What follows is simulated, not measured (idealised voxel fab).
The process module that follows is named voxel released beams.
Shown is cross-section cut, with a width of 165 nm and square cells of size 5 nm.
For the purposes of this document, a cross-section shall be understood as a grid of square cells, specified as bands listed in top-to-bottom order, each band consisting of one or more rows of cells.
The entry gives the band's vertical extent as a top height and a bottom height in nm, then its horizontal make-up as materials from left to right, each with a width in nm. "empty" stands for empty space; a single material marked "edge to edge" fills the band edge to edge.
Where do heights start? At 0: under that level the wafer as delivered is made of one material only. And the lowest band has no floor; it just carries on downward, as in "0 and below".
Graded width ("30->40"): value in top row of band = first number; value in bottom row = second number; row-to-row change constant.
"nothing changed" means the step left every cell of the cross-section as it was.
Each empty space that has no open way to the top and spans at least 8 cells appears under "Enclosed internal cavities" as width x height at distance, the distance counted from the left edge, all in nm.
If you see something after the settings on a step's line, that's the simulator's own remark about that step.
overlay nm: mask right of planned place by this much (step with mask). Neg. = left.

# Below is the list of planned process steps
1,RECEIVE: material Si
2,CONFORMAL_DEP: material SiN, thk nm 5
3,DIRECTIONAL_DEP: material SiO2, thk nm 20
4,MASKED_ETCH: tone open, mask id ANCHOR, width nm 35, etch materials SiO2, depth nm 20, overlay nm 0
5,CONFORMAL_DEP: material polySi, thk nm 15
6,MASKED_ETCH: tone cover, mask id BEAM, width nm 95, etch materials polySi, depth nm 15, overlay nm 0
7,STRIP: etch materials SiO2

# Of two wafers, the first: run according to plan

# Cross-section of the wafer as it came to us, i.e., already through step 1
- 0 and below | Si edge to edge
- Enclosed internal cavities: none

# After step 2: wafer cross-section
- 5 down to 0 | SiN edge to edge
- Everything under 0 stays put, no change at all.

# After step 3: wafer cross-section
- 25 down to 5 | SiO2 edge to edge
- Everything under 5 stays put, no change at all.

# After step 4: wafer cross-section
- 25 down to 5 | 35 nm SiO2, then 35 nm empty, then 95 nm SiO2
- Everything under 5 stays put, no change at all.

# After step 5: wafer cross-section
- 40 down to 25 | 50 nm polySi, then 5 nm empty, then 110 nm polySi
- 25 down to 20 | 35 nm SiO2, then 15 nm polySi, then 5 nm empty, then 15 nm polySi, then 95 nm SiO2
- 20 down to 5 | 35 nm SiO2, then 35 nm polySi, then 95 nm SiO2
- Everything under 5 stays put, no change at all.

# After step 6: wafer cross-section
- 40 down to 25 | 30 nm empty, then 20 nm polySi, then 5 nm empty, then 70 nm polySi, then 40 nm empty
- Everything under 25 stays put, no change at all.

# After step 7: wafer cross-section
- 40 down to 25 | 30 nm empty, then 20 nm polySi, then 5 nm empty, then 70 nm polySi, then 40 nm empty
- 25 down to 20 | 35 nm empty, then 15 nm polySi, then 5 nm empty, then 15 nm polySi, then 95 nm empty
- 20 down to 5 | 35 nm empty, then 35 nm polySi, then 95 nm empty
- Everything under 5 stays put, no change at all.

# The Second Wafer: Common Origin and Plan, One Mistake in Execution, Identical to the First Through Step 2

What the second wafer looks like in cross-section when step 3 should have wrapped up: nothing changed

What the second wafer looks like in cross-section when step 4 should have wrapped up: nothing changed

# What the second wafer looks like in cross-section when step 5 should have wrapped up
- 20 down to 5 | polySi edge to edge
- Everything under 5 stays put, no change at all.

# What the second wafer looks like in cross-section when step 6 should have wrapped up
- 20 down to 5 | 30 nm empty, then 95 nm polySi, then 40 nm empty
- Everything under 5 stays put, no change at all.

What the second wafer looks like in cross-section when step 7 should have wrapped up: nothing changed
Which mistake was made when the wafer was run? step 3 of the plan: omitted, not performed
At the finish, the second wafer shows more or fewer cells for some materials than the first does: -24 polySi
